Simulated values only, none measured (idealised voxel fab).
Process module in this document: voxel air gaps
FYI the section here is cut, 235 nm wide, cells are 5 nm squares.
Cross-section spec: square-cell grid; bands listed top down; each band is one or more rows.
It is stipulated that each band's entry specify, in nanometres, the height of the top of the band and then that of its bottom, followed by the materials of the band in left-to-right sequence, each together with its width in nanometres. A single material marked by the word "all across" is understood to fill the band from edge to edge; the word "blank" is understood to denote empty space.
Height datum 0, below which the as-received substrate wafer is one material. Lowest band open at the bottom, running downward: "0 down".
A width such as "30..40" changes by the same amount from each row of cells to the next, from the band's top row to its bottom row.
"no alterations made", as given for a step, is the statement that not any cell of the cross-section underwent a change during that step.
Entry "Enclosed cavity list" = empty spaces >= 8 cells with no open way to the top; each as width x height at distance, distance from left edge, all nm.
On each step's line, the part that comes after the settings is the simulator's own comment on the step.
overlay nm: right-of-plan distance of the mask on a masked step; negative values mean left-of-plan.
How should the pairs below be read? Each gives the cross-section before one process step and the cross-section after it, the latter drawn only to the lowest band that changed; the step that lies between them, with its settings, appears under the pair. Does a pair pick up where the pair above left off? Only where its entry headed "Preceding state" says so, since pairs can come from different runs of this module on the same starting wafer.
Preceding state:
- 70 to 55 | 60 nm aC / 25 nm blank / 25 nm aC / 25 nm blank / 25 nm aC / 25 nm blank / 50 nm aC
- 55 to 20 | lowk all across
- 20 to 15 | SiN all across
- 15 to 0 | SiO2 all across
- 0 down | Si all across
- Enclosed cavity list: none
Post-Process View:
- 70 to 55 | 60 nm aC / 25 nm blank / 25 nm aC / 25 nm blank / 25 nm aC / 25 nm blank / 50 nm aC
- 55 to 20 | 60 nm lowk / 25 nm blank / 25 nm lowk / 25 nm blank / 25 nm lowk / 25 nm blank / 50 nm lowk
- All layers under 20 are left as they were.
- Enclosed cavity list: none
Process step bridging the above cross-sections: DIRECTIONAL_ETCH: etch materials lowk, depth nm 35
Preceding state: The pre-step condition corresponds to the post-step cross-section depicted in the pair directly above.
Post-Process View:
- 55 to 20 | 60 nm lowk / 25 nm blank / 25 nm lowk / 25 nm blank / 25 nm lowk / 25 nm blank / 50 nm lowk
- All layers under 20 are left as they were.
- Enclosed cavity list: none
Process step bridging the above cross-sections: STRIP: etch materials aC
Preceding state: The pre-step condition corresponds to the post-step cross-section depicted in the pair directly above.
Post-Process View:
- 60 to 55 | 65 nm TiN / 15 nm blank / 35 nm TiN / 15 nm blank / 35 nm TiN / 15 nm blank / 55 nm TiN
- 55 to 25 | 60 nm lowk / 5 nm TiN / 15 nm blank / 5 nm TiN / 25 nm lowk / 5 nm TiN / 15 nm blank / 5 nm TiN / 25 nm lowk / 5 nm TiN / 15 nm blank / 5 nm TiN / 50 nm lowk
- 25 to 20 | 60 nm lowk / 25 nm TiN / 25 nm lowk / 25 nm TiN / 25 nm lowk / 25 nm TiN / 50 nm lowk
- All layers under 20 are left as they were.
- Enclosed cavity list: none
Process step bridging the above cross-sections: CONFORMAL_DEP: material TiN, thk nm 5
Preceding state: The pre-step condition corresponds to the post-step cross-section depicted in the pair directly above.
Post-Process View:
- 70 to 60 | Cu all across
- 60 to 55 | 65 nm TiN / 15 nm Cu / 35 nm TiN / 15 nm Cu / 35 nm TiN / 15 nm Cu / 55 nm TiN
- 55 to 25 | 60 nm lowk / 5 nm TiN / 15 nm Cu / 5 nm TiN / 25 nm lowk / 5 nm TiN / 15 nm Cu / 5 nm TiN / 25 nm lowk / 5 nm TiN / 15 nm Cu / 5 nm TiN / 50 nm lowk
- All layers under 25 are left as they were.
- Enclosed cavity list: none
Process step bridging the above cross-sections: FILL_DEP: material Cu, thk nm 10
Preceding state: The pre-step condition corresponds to the post-step cross-section depicted in the pair directly above.
Post-Process View:
- 55 to 25 | 60 nm lowk / 5 nm TiN / 15 nm Cu / 5 nm TiN / 25 nm lowk / 5 nm TiN / 15 nm Cu / 5 nm TiN / 25 nm lowk / 5 nm TiN / 15 nm Cu / 5 nm TiN / 50 nm lowk
- All layers under 25 are left as they were.
- Enclosed cavity list: none
Process step bridging the above cross-sections: CMP: height nm 55
Preceding state: The pre-step condition corresponds to the post-step cross-section depicted in the pair directly above.
Post-Process View:
- 65 to 55 | 50 nm blank / 45 nm Ru / 5 nm blank / 45 nm Ru / 5 nm blank / 45 nm Ru / 40 nm blank
- All layers under 55 are left as they were.
- Enclosed cavity list: none
Process step bridging the above cross-sections: EPI: material Ru, thk nm 10
Preceding state: The pre-step condition corresponds to the post-step cross-section depicted in the pair directly above.
Post-Process View:
- 65 to 55 | 50 nm blank / 45 nm Ru / 5 nm blank / 45 nm Ru / 5 nm blank / 45 nm Ru / 40 nm blank
- 55 to 25 | 60 nm blank / 5 nm TiN / 15 nm Cu / 5 nm TiN / 25 nm blank / 5 nm TiN / 15 nm Cu / 5 nm TiN / 25 nm blank / 5 nm TiN / 15 nm Cu / 5 nm TiN / 50 nm blank
- 25 to 20 | 60 nm blank / 25 nm TiN / 25 nm blank / 25 nm TiN / 25 nm blank / 25 nm TiN / 50 nm blank
- All layers under 20 are left as they were.
- Enclosed cavity list: none
Process step bridging the above cross-sections: SELECTIVE_ETCH: etch materials lowk, depth nm 45
Preceding state: The pre-step condition corresponds to the post-step cross-section depicted in the pair directly above.
Post-Process View:
- 70 to 65 | 45 nm blank / 155 nm SiCN / 35 nm blank
- 65 to 55 | 45 nm blank / 5 nm SiCN / 45 nm Ru / 5 nm SiCN / 45 nm Ru / 5 nm SiCN / 45 nm Ru / 5 nm SiCN / 35 nm blank
- 55 to 50 | 45 nm blank / 15 nm SiCN / 5 nm TiN / 15 nm Cu / 5 nm TiN / 25 nm SiCN / 5 nm TiN / 15 nm Cu / 5 nm TiN / 25 nm SiCN / 5 nm TiN / 15 nm Cu / 5 nm TiN / 15 nm SiCN / 35 nm blank
- 50 to 25 | 55 nm blank / 5 nm SiCN / 5 nm TiN / 15 nm Cu / 5 nm TiN / 5 nm SiCN / 15 nm blank / 5 nm SiCN / 5 nm TiN / 15 nm Cu / 5 nm TiN / 5 nm SiCN / 15 nm blank / 5 nm SiCN / 5 nm TiN / 15 nm Cu / 5 nm TiN / 5 nm SiCN / 45 nm blank
- 25 to 20 | 60 nm SiCN / 25 nm TiN / 25 nm SiCN / 25 nm TiN / 25 nm SiCN / 25 nm TiN / 50 nm SiCN
- All layers under 20 are left as they were.
- Enclosed cavity list: 15 x 25 at 90; 15 x 25 at 140
Process step bridging the above cross-sections: CONFORMAL_DEP: material SiCN, thk nm 5
Preceding state:
- 55 to 20 | 55 nm lowk / 25 nm blank / 25 nm lowk / 25 nm blank / 25 nm lowk / 25 nm blank / 55 nm lowk
- 20 to 15 | SiN all across
- 15 to 0 | SiO2 all across
- 0 down | Si all across
- Enclosed cavity list: none
Post-Process View:
- 60 to 55 | 60 nm SiO2 / 15 nm blank / 35 nm SiO2 / 15 nm blank / 35 nm SiO2 / 15 nm blank / 60 nm SiO2
- 55 to 25 | 55 nm lowk / 5 nm SiO2 / 15 nm blank / 5 nm SiO2 / 25 nm lowk / 5 nm SiO2 / 15 nm blank / 5 nm SiO2 / 25 nm lowk / 5 nm SiO2 / 15 nm blank / 5 nm SiO2 / 55 nm lowk
- 25 to 20 | 55 nm lowk / 25 nm SiO2 / 25 nm lowk / 25 nm SiO2 / 25 nm lowk / 25 nm SiO2 / 55 nm lowk
- All layers under 20 are left as they were.
- Enclosed cavity list: none
Process step bridging the above cross-sections: CONFORMAL_DEP: material SiO2, thk nm 5
Preceding state: The pre-step condition corresponds to the post-step cross-section depicted in the pair directly above.
Post-Process View:
- 70 to 60 | Cu all across
- 60 to 55 | 60 nm SiO2 / 15 nm Cu / 35 nm SiO2 / 15 nm Cu / 35 nm SiO2 / 15 nm Cu / 60 nm SiO2
- 55 to 25 | 55 nm lowk / 5 nm SiO2 / 15 nm Cu / 5 nm SiO2 / 25 nm lowk / 5 nm SiO2 / 15 nm Cu / 5 nm SiO2 / 25 nm lowk / 5 nm SiO2 / 15 nm Cu / 5 nm SiO2 / 55 nm lowk
- All layers under 25 are left as they were.
- Enclosed cavity list: none
Process step bridging the above cross-sections: FILL_DEP: material Cu, thk nm 10
Preceding state: The pre-step condition corresponds to the post-step cross-section depicted in the pair directly above.
Post-Process View:
- 55 to 25 | 55 nm lowk / 5 nm SiO2 / 15 nm Cu / 5 nm SiO2 / 25 nm lowk / 5 nm SiO2 / 15 nm Cu / 5 nm SiO2 / 25 nm lowk / 5 nm SiO2 / 15 nm Cu / 5 nm SiO2 / 55 nm lowk
- All layers under 25 are left as they were.
- Enclosed cavity list: none
Process step bridging the above cross-sections: CMP: height nm 55
Preceding state: The pre-step condition corresponds to the post-step cross-section depicted in the pair directly above.
Post-Process View:
- 65 to 55 | 50 nm blank / 35 nm Ru / 15 nm blank / 35 nm Ru / 15 nm blank / 35 nm Ru / 50 nm blank
- All layers under 55 are left as they were.
- Enclosed cavity list: none
Process step bridging the above cross-sections: EPI: material Ru, thk nm 10
Preceding state: The pre-step condition corresponds to the post-step cross-section depicted in the pair directly above.
Post-Process View:
- 65 to 55 | 50 nm blank / 35 nm Ru / 15 nm blank / 35 nm Ru / 15 nm blank / 35 nm Ru / 50 nm blank
- 55 to 25 | 55 nm blank / 5 nm SiO2 / 15 nm Cu / 5 nm SiO2 / 25 nm blank / 5 nm SiO2 / 15 nm Cu / 5 nm SiO2 / 25 nm blank / 5 nm SiO2 / 15 nm Cu / 5 nm SiO2 / 55 nm blank
- 25 to 20 | 55 nm blank / 25 nm SiO2 / 25 nm blank / 25 nm SiO2 / 25 nm blank / 25 nm SiO2 / 55 nm blank
- All layers under 20 are left as they were.
- Enclosed cavity list: none
Process step bridging the above cross-sections: SELECTIVE_ETCH: etch materials lowk, depth nm 45
Preceding state: The pre-step condition corresponds to the post-step cross-section depicted in the pair directly above.
Post-Process View:
- 70 to 65 | 45 nm blank / 45 nm SiCN / 5 nm blank / 45 nm SiCN / 5 nm blank / 45 nm SiCN / 45 nm blank
- 65 to 55 | 45 nm blank / 5 nm SiCN / 35 nm Ru / 5 nm SiCN / 5 nm blank / 5 nm SiCN / 35 nm Ru / 5 nm SiCN / 5 nm blank / 5 nm SiCN / 35 nm Ru / 5 nm SiCN / 45 nm blank
- 55 to 50 | 45 nm blank / 10 nm SiCN / 5 nm SiO2 / 15 nm Cu / 5 nm SiO2 / 10 nm SiCN / 5 nm blank / 10 nm SiCN / 5 nm SiO2 / 15 nm Cu / 5 nm SiO2 / 10 nm SiCN / 5 nm blank / 10 nm SiCN / 5 nm SiO2 / 15 nm Cu / 5 nm SiO2 / 10 nm SiCN / 45 nm blank
- 50 to 25 | 50 nm blank / 5 nm SiCN / 5 nm SiO2 / 15 nm Cu / 5 nm SiO2 / 5 nm SiCN / 15 nm blank / 5 nm SiCN / 5 nm SiO2 / 15 nm Cu / 5 nm SiO2 / 5 nm SiCN / 15 nm blank / 5 nm SiCN / 5 nm SiO2 / 15 nm Cu / 5 nm SiO2 / 5 nm SiCN / 50 nm blank
- 25 to 20 | 55 nm SiCN / 25 nm SiO2 / 25 nm SiCN / 25 nm SiO2 / 25 nm SiCN / 25 nm SiO2 / 55 nm SiCN
- All layers under 20 are left as they were.
- Enclosed cavity list: none
Process step bridging the above cross-sections: CONFORMAL_DEP: material SiCN, thk nm 5
Preceding state:
- 70 to 55 | aC all across
- 55 to 20 | lowk all across
- 20 to 15 | SiN all across
- 15 to 0 | SiO2 all across
- 0 down | Si all across
- Enclosed cavity list: none
Post-Process View:
- 100 to 70 | 55 nm blank / 25 nm resist / 25 nm blank / 25 nm resist / 25 nm blank / 25 nm resist / 55 nm blank
- All layers under 70 are left as they were.
- Enclosed cavity list: none
Process step bridging the above cross-sections: PATTERN: tone cover, mask id LINES, material resist, width nm 25, pitch nm 50, thk nm 30, overlay nm 0
Preceding state: The pre-step condition corresponds to the post-step cross-section depicted in the pair directly above.
Post-Process View:
- 85 to 70 | 55 nm blank / 25 nm resist / 25 nm blank / 25 nm resist / 25 nm blank / 25 nm resist / 55 nm blank
- 70 to 55 | 55 nm blank / 25 nm aC / 25 nm blank / 25 nm aC / 25 nm blank / 25 nm aC / 55 nm blank
- All layers under 55 are left as they were.
- Enclosed cavity list: none
Process step bridging the above cross-sections: DIRECTIONAL_ETCH: etch materials aC, depth nm 15
Preceding state: The pre-step condition corresponds to the post-step cross-section depicted in the pair directly above.
Post-Process View:
- 70 to 55 | 55 nm blank / 25 nm aC / 25 nm blank / 25 nm aC / 25 nm blank / 25 nm aC / 55 nm blank
- All layers under 55 are left as they were.
- Enclosed cavity list: none
Process step bridging the above cross-sections: STRIP: etch materials resist
Preceding state: The pre-step condition corresponds to the post-step cross-section depicted in the pair directly above.
Post-Process View:
- 70 to 55 | 55 nm blank / 25 nm aC / 25 nm blank / 25 nm aC / 25 nm blank / 25 nm aC / 55 nm blank
- 55 to 20 | 55 nm blank / 25 nm lowk / 25 nm blank / 25 nm lowk / 25 nm blank / 25 nm lowk / 55 nm blank
- All layers under 20 are left as they were.
- Enclosed cavity list: none
Process step bridging the above cross-sections: DIRECTIONAL_ETCH: etch materials lowk, depth nm 35
Preceding state: The pre-step condition corresponds to the post-step cross-section depicted in the pair directly above.
Post-Process View:
- 55 to 20 | 55 nm blank / 25 nm lowk / 25 nm blank / 25 nm lowk / 25 nm blank / 25 nm lowk / 55 nm blank
- All layers under 20 are left as they were.
- Enclosed cavity list: none
Process step bridging the above cross-sections: STRIP: etch materials aC
Preceding state: The pre-step condition corresponds to the post-step cross-section depicted in the pair directly above.
Post-Process View:
- 60 to 55 | 50 nm blank / 35 nm TiN / 15 nm blank / 35 nm TiN / 15 nm blank / 35 nm TiN / 50 nm blank
- 55 to 25 | 50 nm blank / 5 nm TiN / 25 nm lowk / 5 nm TiN / 15 nm blank / 5 nm TiN / 25 nm lowk / 5 nm TiN / 15 nm blank / 5 nm TiN / 25 nm lowk / 5 nm TiN / 50 nm blank
- 25 to 20 | 55 nm TiN / 25 nm lowk / 25 nm TiN / 25 nm lowk / 25 nm TiN / 25 nm lowk / 55 nm TiN
- All layers under 20 are left as they were.
- Enclosed cavity list: none
Process step bridging the above cross-sections: CONFORMAL_DEP: material TiN, thk nm 5
Preceding state: The pre-step condition corresponds to the post-step cross-section depicted in the pair directly above.
Post-Process View:
- 70 to 60 | Cu all across
- 60 to 55 | 50 nm Cu / 35 nm TiN / 15 nm Cu / 35 nm TiN / 15 nm Cu / 35 nm TiN / 50 nm Cu
- 55 to 25 | 50 nm Cu / 5 nm TiN / 25 nm lowk / 5 nm TiN / 15 nm Cu / 5 nm TiN / 25 nm lowk / 5 nm TiN / 15 nm Cu / 5 nm TiN / 25 nm lowk / 5 nm TiN / 50 nm Cu
- All layers under 25 are left as they were.
- Enclosed cavity list: none
Process step bridging the above cross-sections: FILL_DEP: material Cu, thk nm 10
Preceding state: The pre-step condition corresponds to the post-step cross-section depicted in the pair directly above.
Post-Process View:
- 55 to 25 | 50 nm Cu / 5 nm TiN / 25 nm lowk / 5 nm TiN / 15 nm Cu / 5 nm TiN / 25 nm lowk / 5 nm TiN / 15 nm Cu / 5 nm TiN / 25 nm lowk / 5 nm TiN / 50 nm Cu
- All layers under 25 are left as they were.
- Enclosed cavity list: none
Process step bridging the above cross-sections: CMP: height nm 55
Preceding state: The pre-step condition corresponds to the post-step cross-section depicted in the pair directly above.
Post-Process View:
- 65 to 55 | 65 nm Ru / 5 nm blank / 45 nm Ru / 5 nm blank / 45 nm Ru / 5 nm blank / 65 nm Ru
- All layers under 55 are left as they were.
- Enclosed cavity list: none
Process step bridging the above cross-sections: EPI: material Ru, thk nm 10
Preceding state: The pre-step condition corresponds to the post-step cross-section depicted in the pair directly above.
Post-Process View:
- 65 to 55 | 65 nm Ru / 5 nm blank / 45 nm Ru / 5 nm blank / 45 nm Ru / 5 nm blank / 65 nm Ru
- 55 to 25 | 50 nm Cu / 5 nm TiN / 25 nm blank / 5 nm TiN / 15 nm Cu / 5 nm TiN / 25 nm blank / 5 nm TiN / 15 nm Cu / 5 nm TiN / 25 nm blank / 5 nm TiN / 50 nm Cu
- 25 to 20 | 55 nm TiN / 25 nm blank / 25 nm TiN / 25 nm blank / 25 nm TiN / 25 nm blank / 55 nm TiN
- All layers under 20 are left as they were.
- Enclosed cavity list: none
Process step bridging the above cross-sections: SELECTIVE_ETCH: etch materials lowk, depth nm 45
Preceding state: The pre-step condition corresponds to the post-step cross-section depicted in the pair directly above.
Post-Process View:
- 70 to 65 | SiCN all across
- 65 to 55 | 65 nm Ru / 5 nm SiCN / 45 nm Ru / 5 nm SiCN / 45 nm Ru / 5 nm SiCN / 65 nm Ru
- 55 to 50 | 50 nm Cu / 5 nm TiN / 25 nm SiCN / 5 nm TiN / 15 nm Cu / 5 nm TiN / 25 nm SiCN / 5 nm TiN / 15 nm Cu / 5 nm TiN / 25 nm SiCN / 5 nm TiN / 50 nm Cu
- 50 to 25 | 50 nm Cu / 5 nm TiN / 5 nm SiCN / 15 nm blank / 5 nm SiCN / 5 nm TiN / 15 nm Cu / 5 nm TiN / 5 nm SiCN / 15 nm blank / 5 nm SiCN / 5 nm TiN / 15 nm Cu / 5 nm TiN / 5 nm SiCN / 15 nm blank / 5 nm SiCN / 5 nm TiN / 50 nm Cu
- 25 to 20 | 55 nm TiN / 25 nm SiCN / 25 nm TiN / 25 nm SiCN / 25 nm TiN / 25 nm SiCN / 55 nm TiN
- All layers under 20 are left as they were.
- Enclosed cavity list: 15 x 25 at 60; 15 x 25 at 110; 15 x 25 at 160
Process step bridging the above cross-sections: CONFORMAL_DEP: material SiCN, thk nm 5
